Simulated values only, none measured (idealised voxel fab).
process module | voxel capacitor over wiring
cross-section cut | 275 nm wide | cells 5 nm
A cross-section is a grid of square cells, given in bands from the top down. A band is one or more rows of cells.
Each band's line starts with the height of the band's top and of its bottom, in nm. Then come its materials from left to right, each with its width in nm. One material with "throughout" fills the band from edge to edge. "air" is empty space.
Height 0 is the level under which the wafer as received is all one material. The lowest band goes on downwards, as in "0 down".
A width such as "30 to 40" changes by the same amount from each row of cells to the next, from the band's top row to its bottom row.
"no change" after a step means that no cell of the cross-section changed.
closed voids: empty space of 8 cells or more with no open way to the top, each as width x height at its distance from the left edge, in nm
after a step's settings: what the simulator itself notes on the step
overlay nm, on a step with a mask: how far to the right of its planned place the mask lay; to the left if negative
plan
1 op RECEIVE | material Si
2 op CONFORMAL_DEP | material SiO2 | thk nm 15
3 op DIRECTIONAL_DEP | material TiN | thk nm 5
4 op DIRECTIONAL_DEP | material Ru | thk nm 20
5 op MASKED_ETCH | tone cover | mask id METAL_1 | width nm 20 | pitch nm 90 | etch materials Ru | depth nm 20 | overlay nm 0
6 op MASKED_ETCH | tone cover | mask id METAL_1 | width nm 20 | pitch nm 90 | etch materials TiN | depth nm 5 | overlay nm 0
7 op FILL_DEP | material SiO2 | thk nm 5
8 op CMP | height nm 40
9 op CONFORMAL_DEP | material SiCN | thk nm 5
10 op DIRECTIONAL_DEP | material lowk | thk nm 20
11 op PATTERN | tone open | mask id PLUG_1 | material resist | width nm 15 | thk nm 20 | overlay nm 0
12 op DIRECTIONAL_ETCH | etch materials lowk | depth nm 20
13 op DIRECTIONAL_ETCH | etch materials SiCN | depth nm 5
14 op STRIP | etch materials resist
15 op CONFORMAL_DEP | material TiN | thk nm 5
16 op FILL_DEP | material Cu | thk nm 10
17 op CMP | height nm 65
18 op DIRECTIONAL_DEP | material TiN | thk nm 10
19 op DIRECTIONAL_DEP | material SiN | thk nm 5
20 op DIRECTIONAL_DEP | material TiN | thk nm 5
21 op MASKED_ETCH | tone cover | mask id UPPER_PLATE | width nm 75 | etch materials TiN | depth nm 5 | overlay nm 0
22 op MASKED_ETCH | tone cover | mask id UPPER_PLATE | width nm 75 | etch materials SiN | depth nm 5 | overlay nm 0
23 op MASKED_ETCH | tone cover | mask id LOWER_PLATE | width nm 85 | etch materials TiN | depth nm 10 | overlay nm 0
24 op FILL_DEP | material SiO2 | thk nm 15
25 op CMP | height nm 95
26 op PATTERN | tone open | mask id PLUG_2 | material resist | width nm 15 | thk nm 20 | overlay nm 0
27 op DIRECTIONAL_ETCH | etch materials SiO2 | depth nm 10
28 op STRIP | etch materials resist
29 op CONFORMAL_DEP | material TiN | thk nm 5
30 op FILL_DEP | material W | thk nm 5
31 op CMP | height nm 95
32 op CONFORMAL_DEP | material SiCN | thk nm 5
as received, after step 1
  0 down: Si throughout
  closed voids: none
a wafer at the end: this start, this plan, one mistake
  100 to 95: SiCN throughout
  95 to 90: SiO2 95 | TiN 5 | W 5 | TiN 5 | SiO2 165
  90 to 85: SiO2 95 | TiN 15 | SiO2 165
  85 to 80: SiO2 80 | TiN 5 | SiO2 75 | TiN 5 | SiO2 110
  80 to 75: SiN throughout
  75 to 65: TiN throughout
  65 to 45: lowk 85 | TiN 5 | Cu 5 | TiN 5 | lowk 175
  45 to 40: SiCN 85 | TiN 15 | SiCN 175
  40 to 20: SiO2 80 | Ru 20 | SiO2 70 | Ru 20 | SiO2 85
  20 to 15: SiO2 80 | TiN 20 | SiO2 70 | TiN 20 | SiO2 85
  15 to 0: SiO2 throughout
  0 down: Si throughout
  closed voids: none
what went wrong: step 21 ran as: op MASKED_ETCH | tone open | mask id UPPER_PLATE | width nm 75 | etch materials TiN | depth nm 5 | overlay nm 0
